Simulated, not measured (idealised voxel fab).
process module | voxel capacitor over wiring
cross-section cut | 160 nm wide | cells 5 nm
A cross-section is a grid of square cells, given in bands from the top down. A band is one or more rows of cells.
Each band's line starts with the height of the band's top and of its bottom, in nm. Then come its materials from left to right, each with its width in nm. One material with "throughout" fills the band from edge to edge. "air" is empty space.
Height 0 is the level under which the wafer as received is all one material. The lowest band goes on downwards, as in "0 down".
A width such as "30 to 40" changes by the same amount from each row of cells to the next, from the band's top row to its bottom row.
"no change" after a step means that no cell of the cross-section changed.
closed voids: empty space of 8 cells or more with no open way to the top, each as width x height at its distance from the left edge, in nm
after a step's settings: what the simulator itself notes on the step
overlay nm, on a step with a mask: how far to the right of its planned place the mask lay; to the left if negative
plan
1 op RECEIVE | material Si
2 op CONFORMAL_DEP | material SiO2 | thk nm 15
3 op DIRECTIONAL_DEP | material TiN | thk nm 5
4 op DIRECTIONAL_DEP | material W | thk nm 20
5 op DIRECTIONAL_DEP | material aC | thk nm 15
6 op PATTERN | tone cover | mask id METAL_1 | material resist | width nm 30 | pitch nm 95 | thk nm 30 | overlay nm 0
7 op DIRECTIONAL_ETCH | etch materials aC | depth nm 15
8 op STRIP | etch materials resist
9 op DIRECTIONAL_ETCH | etch materials W | depth nm 20
10 op DIRECTIONAL_ETCH | etch materials TiN | depth nm 5
11 op STRIP | etch materials aC
12 op FILL_DEP | material lowk | thk nm 10
13 op CMP | height nm 40
14 op CONFORMAL_DEP | material SiCN | thk nm 5
15 op DIRECTIONAL_DEP | material SiO2 | thk nm 20
16 op PATTERN | tone open | mask id PLUG_1 | material resist | width nm 15 | thk nm 15 | overlay nm 0
17 op DIRECTIONAL_ETCH | etch materials SiO2 | depth nm 20
18 op DIRECTIONAL_ETCH | etch materials SiCN | depth nm 5
19 op STRIP | etch materials resist
20 op CONFORMAL_DEP | material TiN | thk nm 5
21 op FILL_DEP | material Cu | thk nm 10
22 op CMP | height nm 65
23 op DIRECTIONAL_DEP | material TiN | thk nm 10
24 op DIRECTIONAL_DEP | material SiN | thk nm 5
25 op DIRECTIONAL_DEP | material TiN | thk nm 5
26 op PATTERN | tone cover | mask id UPPER_PLATE | material resist | width nm 70 | thk nm 15 | overlay nm 0
27 op DIRECTIONAL_ETCH | etch materials TiN | depth nm 5
28 op DIRECTIONAL_ETCH | etch materials SiN | depth nm 5
29 op STRIP | etch materials resist
30 op PATTERN | tone cover | mask id LOWER_PLATE | material resist | width nm 80 | thk nm 15 | overlay nm 0
31 op DIRECTIONAL_ETCH | etch materials TiN | depth nm 10
32 op STRIP | etch materials resist
33 op FILL_DEP | material SiO2 | thk nm 20
34 op CMP | height nm 100
35 op MASKED_ETCH | tone open | mask id PLUG_2 | width nm 15 | etch materials SiO2 | depth nm 15 | overlay nm 0
36 op CONFORMAL_DEP | material TiN | thk nm 5
37 op FILL_DEP | material Ru | thk nm 10
38 op CMP | height nm 100
39 op CONFORMAL_DEP | material SiCN | thk nm 5
as received, after step 1
  0 down: Si throughout
  closed voids: none
a wafer at the end: this start, this plan, one mistake
  105 to 100: SiCN throughout
  100 to 90: SiO2 40 | TiN 5 | Ru 5 | TiN 5 | SiO2 105
  90 to 80: SiO2 40 to 35 | TiN 15 to 65 | SiO2 105 to 60
  80 to 75: SiO2 30 | SiN 70 | SiO2 60
  75 to 65: SiO2 30 | TiN 85 | SiO2 45
  65 to 45: SiO2 30 | TiN 5 | Cu 5 | TiN 5 | SiO2 115
  45 to 40: SiCN 30 | TiN 15 | SiCN 115
  40 to 20: lowk 15 | W 30 | lowk 65 | W 30 | lowk 20
  20 to 15: lowk 15 | TiN 30 | lowk 65 | TiN 30 | lowk 20
  15 to 0: SiO2 throughout
  0 down: Si throughout
  closed voids: none
what went wrong: step 30 ran as: op PATTERN | tone cover | mask id LOWER_PLATE | material resist | width nm 80 | thk nm 15 | overlay nm 10
